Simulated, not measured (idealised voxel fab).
The name of this process module is voxel gate over fins.
It is cross-section cut that appears here, measuring 145 nm in width, its square cells being 5 nm in size.
Each cross-section below is a grid of square cells, stated as bands in top-down order, with one or more rows of cells making up each band. Band: top and bottom heights (nm) first, top before bottom; then materials from left to right, widths in nm. "all across" marks a sole material filling the band edge to edge. "empty" denotes empty space. Where do heights start? At 0: under that level the wafer as delivered is made of one material only. And the lowest band has no floor; it just carries on downward, as in "0..down". A width such as "30 to 40" changes by the same amount from each row of cells to the next, from the band's top row to its bottom row. No cell of the cross-section changed in a step that is given as "no modifications". Any empty space of 8 cells or more lacking an open way to the top shows up in "Enclosed void entries" as width x height at distance, distance from the left edge, in nm. Step line, after settings: the simulator's comment on this step. What "overlay nm" on a step's line means: if the step has a mask, that mask lay this far to the right of its planned place, or, when the value is negative, to the left.

Set out below are the planned steps of the process
step 1: RECEIVE [material Si]
step 2: CONFORMAL_DEP [material SiN] [thk nm 5]
step 3: PATTERN [tone cover] [mask id FINS] [material resist] [width nm 15] [pitch nm 35] [thk nm 20] [overlay nm 0]
step 4: DIRECTIONAL_ETCH [etch materials SiN] [depth nm 5]
step 5: DIRECTIONAL_ETCH [etch materials Si] [depth nm 30]
step 6: STRIP [etch materials resist]
step 7: OXIDIZE [depth nm 5]
step 8: FILL_DEP [material SiO2] [thk nm 15]
step 9: CMP [height nm 5]
step 10: SELECTIVE_ETCH [etch materials SiO2] [depth nm 15]
step 11: STRIP [etch materials SiN]
step 12: CONFORMAL_DEP [material HfO2] [thk nm 5]
step 13: CONFORMAL_DEP [material TiN] [thk nm 5]
step 14: FILL_DEP [material W] [thk nm 15]
step 15: CMP [height nm 20]
step 16: CONFORMAL_DEP [material SiN] [thk nm 5]

Cross-section of the wafer as it came to us, i.e., already through step 1
  0..down = Si all across
  Enclosed void entries: none

Cross-sectional view of the first of the two wafers upon completion of the module, processed in accordance with the plan
  25..20 = SiN all across
  20..10 = W all across
  10..5 = 25 nm W  25 nm TiN  10 nm W  25 nm TiN  10 nm W  25 nm TiN  25 nm W
  5..0 = 25 nm W  5 nm TiN  15 nm HfO2  5 nm TiN  10 nm W  5 nm TiN  15 nm HfO2  5 nm TiN  10 nm W  5 nm TiN  15 nm HfO2  5 nm TiN  25 nm W
  0..-5 = 30 nm TiN  5 nm HfO2  5 nm Si  5 nm HfO2  20 nm TiN  5 nm HfO2  5 nm Si  5 nm HfO2  20 nm TiN  5 nm HfO2  5 nm Si  5 nm HfO2  30 nm TiN
  -5..-10 = 35 nm HfO2  5 nm Si  30 nm HfO2  5 nm Si  30 nm HfO2  5 nm Si  35 nm HfO2
  -10..-35 = 35 nm SiO2  5 nm Si  30 nm SiO2  5 nm Si  30 nm SiO2  5 nm Si  35 nm SiO2
  -35..down = Si all across
  Enclosed void entries: none

Second wafer of the two, sectioned at the end of the module. It began like the first and followed the same plan, but one mistake was made while running it
  25..20 = SiN all across
  20..10 = W all across
  10..5 = 25 nm W  25 nm TiN  10 nm W  25 nm TiN  10 nm W  25 nm TiN  25 nm W
  5..0 = 25 nm W  5 nm TiN  15 nm HfO2  5 nm TiN  10 nm W  5 nm TiN  15 nm HfO2  5 nm TiN  10 nm W  5 nm TiN  15 nm HfO2  5 nm TiN  25 nm W
  0..-15 = 25 nm W  5 nm TiN  5 nm HfO2  5 nm Si  5 nm HfO2  5 nm TiN  10 nm W  5 nm TiN  5 nm HfO2  5 nm Si  5 nm HfO2  5 nm TiN  10 nm W  5 nm TiN  5 nm HfO2  5 nm Si  5 nm HfO2  5 nm TiN  25 nm W
  -15..-20 = 30 nm TiN  5 nm HfO2  5 nm Si  5 nm HfO2  20 nm TiN  5 nm HfO2  5 nm Si  5 nm HfO2  20 nm TiN  5 nm HfO2  5 nm Si  5 nm HfO2  30 nm TiN
  -20..-25 = 35 nm HfO2  5 nm Si  30 nm HfO2  5 nm Si  30 nm HfO2  5 nm Si  35 nm HfO2
  -25..-35 = 35 nm SiO2  5 nm Si  30 nm SiO2  5 nm Si  30 nm SiO2  5 nm Si  35 nm SiO2
  -35..down = Si all across
  Enclosed void entries: none
Deviation from plan: plan step 10 was conducted twice
The final cell counts differ between the wafers, with the second having more or fewer of some materials than the first: HfO2: 18 more; SiO2: 78 fewer; TiN: 18 more; W: 42 more
